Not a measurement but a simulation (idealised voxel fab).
Process module under the name voxel quadruple lines
Shown is cross-section cut, with a width of 170 nm and square cells of size 5 nm.
Throughout this document, each cross-section is represented as a grid of square cells and is presented as a sequence of bands enumerated from the top downward, where a band comprises one or more rows of cells.
It is stipulated that each band's entry specify, in nanometres, the height of the top of the band and then that of its bottom, followed by the materials of the band in left-to-right sequence, each together with its width in nanometres. A single material marked by the word "edge to edge" is understood to fill the band from edge to edge; the word "blank" is understood to denote empty space.
It should be noted that heights are counted from 0, beneath which the wafer as supplied is of one material throughout, and that the lowest band possesses no lower boundary but continues downward, as written in "0 -> down".
Top row gets the first number, bottom row gets the second, and each row in between changes by the same step: that is how a band width like "30->40" works.
Step note "no change" = no cross-section cell changed.
"Enclosed empty spaces": sealed empty spaces, 8 cells or more, no open way to top, listed width x height at distance, with distance from the left edge and width, height and distance in nm.
Where a step's line continues beyond its settings, the continuation is a remark by the simulator itself on that step.
overlay nm: how far to the right of its planned place the mask lay on this masked step (negative: to the left).

List of planned process steps
1 RECEIVE: material Si
2 CONFORMAL_DEP: material SiO2, thk nm 10
3 DIRECTIONAL_DEP: material TiN, thk nm 15
4 DIRECTIONAL_DEP: material polySi, thk nm 20
5 DIRECTIONAL_DEP: material aC, thk nm 25
6 PATTERN: tone cover, mask id MANDREL, material resist, width nm 35, thk nm 35, overlay nm 0
7 DIRECTIONAL_ETCH: etch materials aC, depth nm 25
8 STRIP: etch materials resist
9 CONFORMAL_DEP: material SiO2, thk nm 15
10 DIRECTIONAL_ETCH: etch materials SiO2, depth nm 15
11 STRIP: etch materials aC
12 DIRECTIONAL_ETCH: etch materials polySi, depth nm 20
13 STRIP: etch materials SiO2
14 CONFORMAL_DEP: material SiCN, thk nm 10
15 DIRECTIONAL_ETCH: etch materials SiCN, depth nm 10
16 STRIP: etch materials polySi
17 DIRECTIONAL_ETCH: etch materials TiN, depth nm 15
18 STRIP: etch materials SiCN
19 FILL_DEP: material SiO2, thk nm 10
20 CMP: height nm 25

Received-state cross-section, reflecting completion of step 1
* 0 -> down  Si edge to edge
* Enclosed empty spaces: none

As-planned run: cross-section of the first of two wafers at end of module
* 25 -> 10  SiO2 40 nm  TiN 10 nm  SiO2 15 nm  TiN 10 nm  SiO2 15 nm  TiN 10 nm  SiO2 15 nm  TiN 10 nm  SiO2 45 nm
* 10 -> 0  SiO2 edge to edge
* 0 -> down  Si edge to edge
* Enclosed empty spaces: none

End of module, second wafer, cross-section. Started like the first, planned like the first, run with one mistake
* 25 -> 10  SiO2 30 nm  TiN 10 nm  SiO2 15 nm  TiN 10 nm  SiO2 15 nm  TiN 10 nm  SiO2 15 nm  TiN 10 nm  SiO2 55 nm
* 10 -> 0  SiO2 edge to edge
* 0 -> down  Si edge to edge
* Enclosed empty spaces: none
Deviation from plan: step 6 deviated from plan and actually ran as PATTERN: tone cover, mask id MANDREL, material resist, width nm 35, thk nm 35, overlay nm -10
Heads up: at the end the two wafers have identical cell counts per material, they're just laid out differently.
